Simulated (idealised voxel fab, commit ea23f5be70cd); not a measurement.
Proc. module: voxel ribs on slabs
This is section cut - it's 260 nm across, gridded in 5 nm square cells.
Think of the cross-section as a grid of square cells. We describe it in bands, top to bottom, and each band covers one or more rows of those cells.
It is stipulated that each band's entry specify, in nanometres, the height of the top of the band and then that of its bottom, followed by the materials of the band in left-to-right sequence, each together with its width in nanometres. A single material marked by the word "edge to edge" is understood to fill the band from edge to edge; the word "empty" is understood to denote empty space.
A quick word on heights: they are counted from 0, and under that level the wafer as it came to us is one material throughout. The lowest band is different from the rest in having no bottom; it simply continues downward, written as in "0 -> down".
The two numbers in a width such as "30..40" mark its ends across the band: the first belongs to the top row of cells, the second to the bottom row, and from each row to the next the width moves by the same amount.
Given "nothing was modified" for a step, no cell of the cross-section differs between before and after that step.
Each empty space that has no open way to the top and spans at least 8 cells appears under "Sealed void list" as width x height at distance, the distance counted from the left edge, all in nm.
What comes after the settings on a step's line is commentary from the simulator itself on that step.
"overlay nm", when on a step's line for a step with a mask, measures how far to the right of its planned place the mask lay; a negative measure means to the left.
## So here's the lineup of process steps we planned
| 1 | RECEIVE, material Si |
| 2 | DIRECTIONAL_DEP, material SiO2, thk nm 30 |
| 3 | DIRECTIONAL_DEP, material polySi, thk nm 15 |
| 4 | DIRECTIONAL_DEP, material aC, thk nm 10 |
| 5 | PATTERN, tone cover, mask id RIB, material resist, width nm 15, thk nm 30, overlay nm 0 |
| 6 | DIRECTIONAL_ETCH, etch materials aC, depth nm 10 |
| 7 | STRIP, etch materials resist |
| 8 | DIRECTIONAL_ETCH, etch materials polySi, depth nm 10 |
| 9 | STRIP, etch materials aC |
| 10 | MASKED_ETCH, tone cover, mask id SLAB, width nm 75, etch materials polySi, depth nm 5, overlay nm 0 |
| 11 | FILL_DEP, material SiO2, thk nm 15 |
| 12 | CMP, height nm 55 |
| 13 | DIRECTIONAL_DEP, material W, thk nm 10 |
| 14 | DIRECTIONAL_DEP, material aC, thk nm 15 |
| 15 | PATTERN, tone cover, mask id HEATER, material resist, width nm 25, thk nm 30, overlay nm -15 |
| 16 | DIRECTIONAL_ETCH, etch materials aC, depth nm 15 |
| 17 | STRIP, etch materials resist |
| 18 | DIRECTIONAL_ETCH, etch materials W, depth nm 10 |
| 19 | STRIP, etch materials aC |
| 20 | CONFORMAL_DEP, material SiN, thk nm 5 |
What sets these wafers apart? The overlay nm at step 15. They all start alike, and the plan carries the first wafer's value.
## Cross-section of the first incoming wafer of several, state after step 1
    0 -> down: Si edge to edge
    Sealed void list: none
## Note: the following table is arranged by wafer, a row apiece. Each row reports the end-of-module state: per material, cells gained (+) or cells lost (-) compared with the wafer as received; closed voids follow
overlay nm -15; +56 SiN; +551 SiO2; +10 W; +21 polySi; Sealed void list: none
overlay nm -10; +56 SiN; +551 SiO2; +10 W; +21 polySi; Sealed void list: none
overlay nm -5; +56 SiN; +551 SiO2; +10 W; +21 polySi; Sealed void list: none
overlay nm 0; +56 SiN; +551 SiO2; +10 W; +21 polySi; Sealed void list: none
overlay nm 5; +56 SiN; +551 SiO2; +10 W; +21 polySi; Sealed void list: none
overlay nm 10; +56 SiN; +551 SiO2; +10 W; +21 polySi; Sealed void list: none
overlay nm 15; +56 SiN; +551 SiO2; +10 W; +21 polySi; Sealed void list: none
